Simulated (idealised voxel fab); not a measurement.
The document below concerns the process module designated voxel spacer lines.
Square cell edge 5 nm, section width 260 nm, ID cut.
Heads up, the way a cross-section reads in here is a grid of square cells, handed over as bands from the top down, with every band being one or more rows of cells.
For a band, the entry starts with two heights in nm, that of the top and then that of the bottom, and carries on with the band's materials in order from left to right, each alongside its width in nm; the word "edge to edge" beside a single material means it fills the band edge to edge, and "blank" means empty space.
Height reference: 0 = level under which incoming wafer is all one material. Lowest band: no bottom, runs on downward, e.g. "0 nm and below".
Think of "30 to 40" as a width that walks from the first number to the second as you go down the band, top row to bottom row, taking equal-sized steps from row to row.
Step note "nothing was modified" = no cross-section cell changed.
"Enclosed void list": empty spaces of 8 cells or more with no open way to the top, each given as width x height at distance, distance from the left edge, all in nm.
On each step's line, the part that comes after the settings is the simulator's own comment on the step.
A step line may carry the setting "overlay nm", which, for steps involving a mask, states the distance by which the mask lay to the right of its intended position; negative values denote displacement to the left.
# Process steps (planned)
1. RECEIVE [material Si]
2. CONFORMAL_DEP [material Al2O3] [thk nm 5]
3. DIRECTIONAL_DEP [material SiN] [thk nm 15]
4. DIRECTIONAL_DEP [material aC] [thk nm 25]
5. PATTERN [tone cover] [mask id MANDREL] [material resist] [width nm 20] [pitch nm 60] [thk nm 35] [overlay nm 0]
6. DIRECTIONAL_ETCH [etch materials aC] [depth nm 25]
7. STRIP [etch materials resist]
8. CONFORMAL_DEP [material SiO2] [thk nm 10]
9. DIRECTIONAL_ETCH [etch materials SiO2] [depth nm 10]
10. STRIP [etch materials aC]
11. DIRECTIONAL_ETCH [etch materials SiN] [depth nm 15]
12. STRIP [etch materials SiO2]
# The following pertains to the first of two wafers, which was processed as planned
# Cross-section of the wafer at receipt, which is the condition after step 1
  0 nm and below = Si edge to edge
  Enclosed void list: none
# The following cross-section depicts the wafer upon completion of step 2
  5 nm to 0 nm = Al2O3 edge to edge
  Everything below 0 is unchanged.
# The following cross-section depicts the wafer upon completion of step 3
  20 nm to 5 nm = SiN edge to edge
  Everything below 5 is unchanged.
# The following cross-section depicts the wafer upon completion of step 4
  45 nm to 20 nm = aC edge to edge
  Everything below 20 is unchanged.
# The following cross-section depicts the wafer upon completion of step 5
  80 nm to 45 nm = 90 blank; 20 resist; 40 blank; 20 resist; 90 blank
  Everything below 45 is unchanged.
# The following cross-section depicts the wafer upon completion of step 6
  55 nm to 45 nm = 90 blank; 20 resist; 40 blank; 20 resist; 90 blank
  45 nm to 20 nm = 90 blank; 20 aC; 40 blank; 20 aC; 90 blank
  Everything below 20 is unchanged.
# The following cross-section depicts the wafer upon completion of step 7
  45 nm to 20 nm = 90 blank; 20 aC; 40 blank; 20 aC; 90 blank
  Everything below 20 is unchanged.
# The following cross-section depicts the wafer upon completion of step 8
  55 nm to 45 nm = 80 blank; 40 SiO2; 20 blank; 40 SiO2; 80 blank
  45 nm to 30 nm = 80 blank; 10 SiO2; 20 aC; 10 SiO2; 20 blank; 10 SiO2; 20 aC; 10 SiO2; 80 blank
  30 nm to 20 nm = 90 SiO2; 20 aC; 40 SiO2; 20 aC; 90 SiO2
  Everything below 20 is unchanged.
# The following cross-section depicts the wafer upon completion of step 9
  45 nm to 20 nm = 80 blank; 10 SiO2; 20 aC; 10 SiO2; 20 blank; 10 SiO2; 20 aC; 10 SiO2; 80 blank
  Everything below 20 is unchanged.
# The following cross-section depicts the wafer upon completion of step 10
  45 nm to 20 nm = 80 blank; 10 SiO2; 20 blank; 10 SiO2; 20 blank; 10 SiO2; 20 blank; 10 SiO2; 80 blank
  Everything below 20 is unchanged.
# The following cross-section depicts the wafer upon completion of step 11
  45 nm to 20 nm = 80 blank; 10 SiO2; 20 blank; 10 SiO2; 20 blank; 10 SiO2; 20 blank; 10 SiO2; 80 blank
  20 nm to 5 nm = 80 blank; 10 SiN; 20 blank; 10 SiN; 20 blank; 10 SiN; 20 blank; 10 SiN; 80 blank
  Everything below 5 is unchanged.
# The following cross-section depicts the wafer upon completion of step 12
  20 nm to 5 nm = 80 blank; 10 SiN; 20 blank; 10 SiN; 20 blank; 10 SiN; 20 blank; 10 SiN; 80 blank
  Everything below 5 is unchanged.
# Second wafer, same starting conditions and recipe as the first, one mistake in executing it, nothing differs from the first up to and including step 1
The second wafer cut through, at the time step 2 was supposed to be finished: nothing was modified
# The second wafer cut through, at the time step 3 was supposed to be finished
  15 nm to 0 nm = SiN edge to edge
  Everything below 0 is unchanged.
# The second wafer cut through, at the time step 4 was supposed to be finished
  40 nm to 15 nm = aC edge to edge
  Everything below 15 is unchanged.
# The second wafer cut through, at the time step 5 was supposed to be finished
  75 nm to 40 nm = 90 blank; 20 resist; 40 blank; 20 resist; 90 blank
  Everything below 40 is unchanged.
# The second wafer cut through, at the time step 6 was supposed to be finished
  50 nm to 40 nm = 90 blank; 20 resist; 40 blank; 20 resist; 90 blank
  40 nm to 15 nm = 90 blank; 20 aC; 40 blank; 20 aC; 90 blank
  Everything below 15 is unchanged.
# The second wafer cut through, at the time step 7 was supposed to be finished
  40 nm to 15 nm = 90 blank; 20 aC; 40 blank; 20 aC; 90 blank
  Everything below 15 is unchanged.
# The second wafer cut through, at the time step 8 was supposed to be finished
  50 nm to 40 nm = 80 blank; 40 SiO2; 20 blank; 40 SiO2; 80 blank
  40 nm to 25 nm = 80 blank; 10 SiO2; 20 aC; 10 SiO2; 20 blank; 10 SiO2; 20 aC; 10 SiO2; 80 blank
  25 nm to 15 nm = 90 SiO2; 20 aC; 40 SiO2; 20 aC; 90 SiO2
  Everything below 15 is unchanged.
# The second wafer cut through, at the time step 9 was supposed to be finished
  40 nm to 15 nm = 80 blank; 10 SiO2; 20 aC; 10 SiO2; 20 blank; 10 SiO2; 20 aC; 10 SiO2; 80 blank
  Everything below 15 is unchanged.
# The second wafer cut through, at the time step 10 was supposed to be finished
  40 nm to 15 nm = 80 blank; 10 SiO2; 20 blank; 10 SiO2; 20 blank; 10 SiO2; 20 blank; 10 SiO2; 80 blank
  Everything below 15 is unchanged.
# The second wafer cut through, at the time step 11 was supposed to be finished
  40 nm to 15 nm = 80 blank; 10 SiO2; 20 blank; 10 SiO2; 20 blank; 10 SiO2; 20 blank; 10 SiO2; 80 blank
  15 nm to 0 nm = 80 blank; 10 SiN; 20 blank; 10 SiN; 20 blank; 10 SiN; 20 blank; 10 SiN; 80 blank
  Everything below 0 is unchanged.
# The second wafer cut through, at the time step 12 was supposed to be finished
  15 nm to 0 nm = 80 blank; 10 SiN; 20 blank; 10 SiN; 20 blank; 10 SiN; 20 blank; 10 SiN; 80 blank
  Everything below 0 is unchanged.
What was the processing mistake? step 2 was dropped from the plan's execution and never run
End of process, cell counts, second wafer against first, materials with more or fewer: -52 Al2O3
